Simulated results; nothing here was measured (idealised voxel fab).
Process module, titled voxel released beams
Cross-section cut: width 200 nm, square cells of 5 nm.
Format of a cross-section: grid, square cells. Given as bands. Order: top down. Band: one or more rows of cells.
Heights first: top, then bottom, in nm. Then materials, left to right, each with a width in nm. "everywhere" on a single material: fills the band edge to edge. "empty": empty space.
Height reference: 0 = level under which incoming wafer is all one material. Lowest band: no bottom, runs on downward, e.g. "top 0, no bottom".
With a width like "30->40", each row of cells in the band differs from the next by the same amount, the top row carrying the first number and the bottom row the second.
A step reported as "same as before" is a step in which no cell of the cross-section changed.
Voids not open to the top, 8 cells minimum: see "Unvented voids". Written width x height at distance; distance is from the left edge; nm.
Past the settings on a step's line: simulator remark, on that step.
On any step carrying a mask, the "overlay nm" setting, if present on the step's line, tells how far right of its planned place the mask lay; negative values point to the left.

[Intended process steps]
- 1: RECEIVE (material Si)
- 2: CONFORMAL_DEP (material SiN; thk nm 5)
- 3: DIRECTIONAL_DEP (material SiO2; thk nm 20)
- 4: PATTERN (tone open; mask id ANCHOR; material resist; width nm 35; thk nm 20; overlay nm 0)
- 5: DIRECTIONAL_ETCH (etch materials SiO2; depth nm 20)
- 6: STRIP (etch materials resist)
- 7: CONFORMAL_DEP (material TiN; thk nm 15)
- 8: MASKED_ETCH (tone cover; mask id BEAM; width nm 120; etch materials TiN; depth nm 15; overlay nm -15)
- 9: STRIP (etch materials SiO2)
Wafers differ in overlay nm at step 8; plan lists the first wafer's value; identical starting state.

[So this is the first of several wafers, cross-sectioned as it came to us, meaning it's at the end of step 1]
top 0, no bottom  Si everywhere
Unvented voids: none

[Take any row and you have a wafer at the end of the module: how many cells of each material it has gained (+) or lost (-) since it was received, and then its closed voids]
overlay nm -15, +40 SiN, +96 TiN, Unvented voids: none
overlay nm -10, +40 SiN, +96 TiN, Unvented voids: none
overlay nm -5, +40 SiN, +96 TiN, Unvented voids: none
overlay nm 0, +40 SiN, +96 TiN, Unvented voids: none
overlay nm 5, +40 SiN, +96 TiN, Unvented voids: none
overlay nm 10, +40 SiN, +96 TiN, Unvented voids: none
overlay nm 15, +40 SiN, +96 TiN, Unvented voids: none
